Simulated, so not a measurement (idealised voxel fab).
Process module heading - voxel lift off
Section cut is 220 nm wide and gridded with 5 nm square cells.
A cross-section is written here as square cells arranged in a grid, and it is given in bands from the top down, each band taking up one or more rows of cells. The band entry comprises the height of the band's top followed by the height of its bottom, expressed in nm, and subsequently the band's materials from left to right, each stated together with its width in nm. Where a single material is marked with the word "everywhere", that material fills the band from edge to edge. The word "air" represents empty space. Basically, 0 is our baseline, since under it the wafer straight out of the box is all one material. The bottom band has no lower end and keeps on going down, so it looks like "from 0 down". Top row gets the first number, bottom row gets the second, and each row in between changes by the same step: that is how a band width like "30..40" works. Basically "no change" means that step didn't change any cell in the cross-section. Basically, "Catalogued sealed voids" tells you about the enclosed voids: empty spaces with no open way to the top, 8 cells or bigger, each written width x height at distance, where distance is from the left edge, all in nm. On a step's line, text after the settings is the simulator commenting on that step. When a step includes a mask, the "overlay nm" setting on its line states how far to the right of its planned place that mask lay, and negative values state how far to the left.
-- Listed below are the process steps as planned
1: RECEIVE (material Si)
2: CONFORMAL_DEP (material Al2O3; thk nm 10)
3: PATTERN (tone open; mask id LINES; material resist; width nm 30; pitch nm 45; thk nm 25; overlay nm 0)
4: DIRECTIONAL_DEP (material Ru; thk nm 15)
5: STRIP (etch materials resist)
6: CONFORMAL_DEP (material SiO2; thk nm 5)
-- Wafer as received: cross-section following step 1
> from 0 down = Si everywhere
> Catalogued sealed voids: none
-- Cross-section, end of module. Start: as above. Plan: as above. Execution: one mistake
> from 25 to 10 = 70 of air, 30 of Ru, 15 of air, 30 of Ru, 75 of air
> from 10 to 0 = Al2O3 everywhere
> from 0 down = Si everywhere
> Catalogued sealed voids: none
The mistake made against the process plan was this: it should be noted that step 6 of the plan was omitted and was not performed
